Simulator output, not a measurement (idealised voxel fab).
Presented below is a process module, voxel gate over fins.
For reference, the cross-section in this document is cut, with width 155 nm and square cells of 5 nm.
Cross-section = grid of square cells, listed top down in bands; band = one or more rows.
Heights first: top, then bottom, in nm. Then materials, left to right, each with a width in nm. "throughout" on a single material: fills the band edge to edge. "air": empty space.
We count height from 0. Below that, the starting wafer is all one material. The lowest band never ends at the bottom but goes on down; see "from 0 down" for how that is written.
Width spec "30 to 40" -> top row of cells at first value, bottom row at second value, equal per-row change in between.
The cross-section has no changed cell in any step marked "nothing was modified".
"Closed void inventory" contains a list of empty spaces, each no smaller than 8 cells and without an open way to the top, written in the form width x height at distance with the distance from the left edge and all three in nm.
Past the settings on a step's line: simulator remark, on that step.
overlay nm: step with mask; distance mask lay right of planned place; negative value = left of planned place.

[So here's the lineup of process steps we planned]
- 1: RECEIVE (material Si)
- 2: CONFORMAL_DEP (material SiN; thk nm 10)
- 3: PATTERN (tone cover; mask id FINS; material resist; width nm 15; pitch nm 55; thk nm 15; overlay nm 0)
- 4: DIRECTIONAL_ETCH (etch materials SiN; depth nm 10)
- 5: DIRECTIONAL_ETCH (etch materials Si; depth nm 30)
- 6: STRIP (etch materials resist)
- 7: FILL_DEP (material SiO2; thk nm 15)
- 8: CMP (height nm 10)
- 9: DIRECTIONAL_DEP (material aC; thk nm 15)
- 10: PATTERN (tone open; mask id RAIL; material resist; width nm 15; thk nm 30; overlay nm 0)
- 11: DIRECTIONAL_ETCH (etch materials aC; depth nm 15)
- 12: STRIP (etch materials resist)
- 13: DIRECTIONAL_ETCH (etch materials SiO2; depth nm 35)
- 14: STRIP (etch materials aC)
- 15: CONFORMAL_DEP (material TiN; thk nm 5)
- 16: FILL_DEP (material Ru; thk nm 5)
- 17: CMP (height nm 10)
- 18: SELECTIVE_ETCH (etch materials W Ru TiN; depth nm 30)
- 19: FILL_DEP (material SiO2; thk nm 5)
- 20: CMP (height nm 10)
- 21: SELECTIVE_ETCH (etch materials SiO2; depth nm 20)
- 22: STRIP (etch materials SiN)
- 23: CONFORMAL_DEP (material HfO2; thk nm 5)
- 24: CONFORMAL_DEP (material TiN; thk nm 5)
- 25: FILL_DEP (material W; thk nm 15)
- 26: CMP (height nm 20)
- 27: CONFORMAL_DEP (material SiN; thk nm 10)

[Cross-section of the wafer at receipt, which is the condition after step 1]
	from 0 down | Si throughout
	Closed void inventory: none

[first wafer at the end, as planned]
	from 30 to 20 | SiN throughout
	from 20 to 10 | W throughout
	from 10 to 5 | 5 W | 35 TiN | 20 W | 35 TiN | 20 W | 35 TiN | 5 W
	from 5 to 0 | 5 W | 5 TiN | 25 HfO2 | 5 TiN | 20 W | 5 TiN | 25 HfO2 | 5 TiN | 20 W | 5 TiN | 25 HfO2 | 5 TiN | 5 W
	from 0 to -5 | 10 TiN | 5 HfO2 | 15 Si | 5 HfO2 | 30 TiN | 5 HfO2 | 15 Si | 5 HfO2 | 30 TiN | 5 HfO2 | 15 Si | 5 HfO2 | 10 TiN
	from -5 to -10 | 15 HfO2 | 15 Si | 40 HfO2 | 15 Si | 40 HfO2 | 15 Si | 15 HfO2
	from -10 to -20 | 15 SiO2 | 15 Si | 40 SiO2 | 15 Si | 40 SiO2 | 15 Si | 15 SiO2
	from -20 to -25 | 15 SiO2 | 15 Si | 10 SiO2 | 15 TiN | 15 SiO2 | 15 Si | 40 SiO2 | 15 Si | 15 SiO2
	from -25 to -30 | 15 SiO2 | 15 Si | 40 SiO2 | 15 Si | 40 SiO2 | 15 Si | 15 SiO2
	from -30 down | Si throughout
	Closed void inventory: none

[This cross-section belongs to the second wafer of two at the end of the module; the start and the plan were shared with the first, and the run included one mistake]
	from 30 to 20 | SiN throughout
	from 20 to 10 | W throughout
	from 10 to 5 | 5 W | 35 TiN | 20 W | 35 TiN | 20 W | 35 TiN | 5 W
	from 5 to 0 | 5 W | 5 TiN | 25 HfO2 | 5 TiN | 20 W | 5 TiN | 25 HfO2 | 5 TiN | 20 W | 5 TiN | 25 HfO2 | 5 TiN | 5 W
	from 0 to -10 | 5 W | 5 TiN | 5 HfO2 | 15 Si | 5 HfO2 | 5 TiN | 20 W | 5 TiN | 5 HfO2 | 15 Si | 5 HfO2 | 5 TiN | 20 W | 5 TiN | 5 HfO2 | 15 Si | 5 HfO2 | 5 TiN | 5 W
	from -10 to -20 | 5 W | 5 TiN | 5 HfO2 | 15 Si | 5 to 30 HfO2 | 30 to 5 TiN | 5 HfO2 | 15 Si | 5 HfO2 | 5 TiN | 20 W | 5 TiN | 5 HfO2 | 15 Si | 5 HfO2 | 5 TiN | 5 W
	from -20 to -25 | 10 TiN | 5 HfO2 | 15 Si | 10 HfO2 | 15 TiN | 5 HfO2 | 5 TiN | 5 HfO2 | 15 Si | 5 HfO2 | 30 TiN | 5 HfO2 | 15 Si | 5 HfO2 | 10 TiN
	from -25 to -30 | 15 HfO2 | 15 Si | 15 HfO2 | 5 SiO2 | 20 HfO2 | 15 Si | 40 HfO2 | 15 Si | 15 HfO2
	from -30 down | Si throughout
	Closed void inventory: none
Finding, execution versus plan: it should be noted that step 21 of the plan was executed twice
Upon completion, the second wafer contains, in terms of cells, a greater or smaller amount of certain materials than the first wafer: HfO2 +30; SiO2 -84; TiN +22; W +32
